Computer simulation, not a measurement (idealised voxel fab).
voxel self aligned contacts: a process module
It is cross-section cut that appears here, measuring 260 nm in width, its square cells being 5 nm in size.
When this document writes out a cross-section, it uses a grid of square cells and lists it as bands, beginning at the top and moving down, with a band standing for one or more rows of cells. The band entry comprises the height of the band's top followed by the height of its bottom, expressed in nm, and subsequently the band's materials from left to right, each stated together with its width in nm. Where a single material is marked with the word "full width", that material fills the band from edge to edge. The word "air" represents empty space. Heights are expressed relative to 0, this being the level below which the as-received wafer comprises one material exclusively. The lowest band is unbounded in the downward direction and is denoted as in "from 0 down". When a width is written as two numbers, as in "30..40", the first number is the width in the top row of cells of the band and the second is the width in its bottom row, and the width changes by the same amount from each row to the next. The designation "remains unaltered", where it is given for a processing step, indicates that no cell of the cross-section was altered in the course of that step. "Sealed-off cavities" contains a list of empty spaces, each no smaller than 8 cells and without an open way to the top, written in the form width x height at distance with the distance from the left edge and all three in nm. Whatever follows a step's settings on its line is a remark the simulator itself makes about that step. Steps that use a mask can have "overlay nm" on their line. It says how far the mask sat to the right of where it was meant to be. Negative means to the left.
## Planned process steps
1: RECEIVE with material Si
2: OXIDIZE with depth nm 5
3: DIRECTIONAL_DEP with material polySi, thk nm 20
4: DIRECTIONAL_DEP with material SiN, thk nm 20
5: PATTERN with tone cover, mask id GATE, material resist, width nm 35, pitch nm 60, thk nm 15, overlay nm 0
6: DIRECTIONAL_ETCH with etch materials SiN, depth nm 20
7: DIRECTIONAL_ETCH with etch materials polySi, depth nm 20
8: STRIP with etch materials resist
9: CONFORMAL_DEP with material SiN, thk nm 5
10: DIRECTIONAL_ETCH with etch materials SiN, depth nm 5
11: FILL_DEP with material SiO2, thk nm 15
12: CMP with height nm 45
13: PATTERN with tone open, mask id CONTACT, material resist, width nm 45, thk nm 15, overlay nm 0
14: DIRECTIONAL_ETCH with etch materials SiO2, depth nm 50
15: STRIP with etch materials resist
16: CONFORMAL_DEP with material TiN, thk nm 5
17: FILL_DEP with material Ru, thk nm 5
18: CMP with height nm 45
19: CONFORMAL_DEP with material SiCN, thk nm 5
## Cross-section, incoming material, after step 1
	from 0 down | Si full width
	Sealed-off cavities: none
## Looking at the first of two wafers in cross-section at end of module - ran to plan
	from 50 to 45 | SiCN full width
	from 45 to 40 | 105 of SiO2; 20 of TiN; 5 of Ru; 20 of TiN; 110 of SiO2
	from 40 to 20 | 75 of SiO2; 45 of SiN; 5 of TiN; 5 of Ru; 5 of TiN; 45 of SiN; 80 of SiO2
	from 20 to 0 | 75 of SiO2; 5 of SiN; 35 of polySi; 5 of SiN; 5 of TiN; 5 of Ru; 5 of TiN; 5 of SiN; 35 of polySi; 5 of SiN; 80 of SiO2
	from 0 to -5 | 120 of SiO2; 15 of TiN; 125 of SiO2
	from -5 down | Si full width
	Sealed-off cavities: none
## So this is wafer number two of the two, cut at the end of the module - it started where the first did and had the same plan, we just got one thing wrong running it
	from 50 to 45 | SiCN full width
	from 45 to 40 | 115 of SiO2; 10 of TiN; 5 of Ru; 30 of TiN; 100 of SiO2
	from 40 to 20 | 75 of SiO2; 45 of SiN; 5 of TiN; 5 of Ru; 5 of TiN; 45 of SiN; 80 of SiO2
	from 20 to 0 | 75 of SiO2; 5 of SiN; 35 of polySi; 5 of SiN; 5 of TiN; 5 of Ru; 5 of TiN; 5 of SiN; 35 of polySi; 5 of SiN; 80 of SiO2
	from 0 to -5 | 120 of SiO2; 15 of TiN; 125 of SiO2
	from -5 down | Si full width
	Sealed-off cavities: none
What was the processing mistake? step 13 was run on a setting that differed from the plan, and what really ran there is PATTERN with tone open, mask id CONTACT, material resist, width nm 45, thk nm 15, overlay nm 10
So at the finish, the second wafer's got exactly as many cells of each material as the first, just not in the same spots.
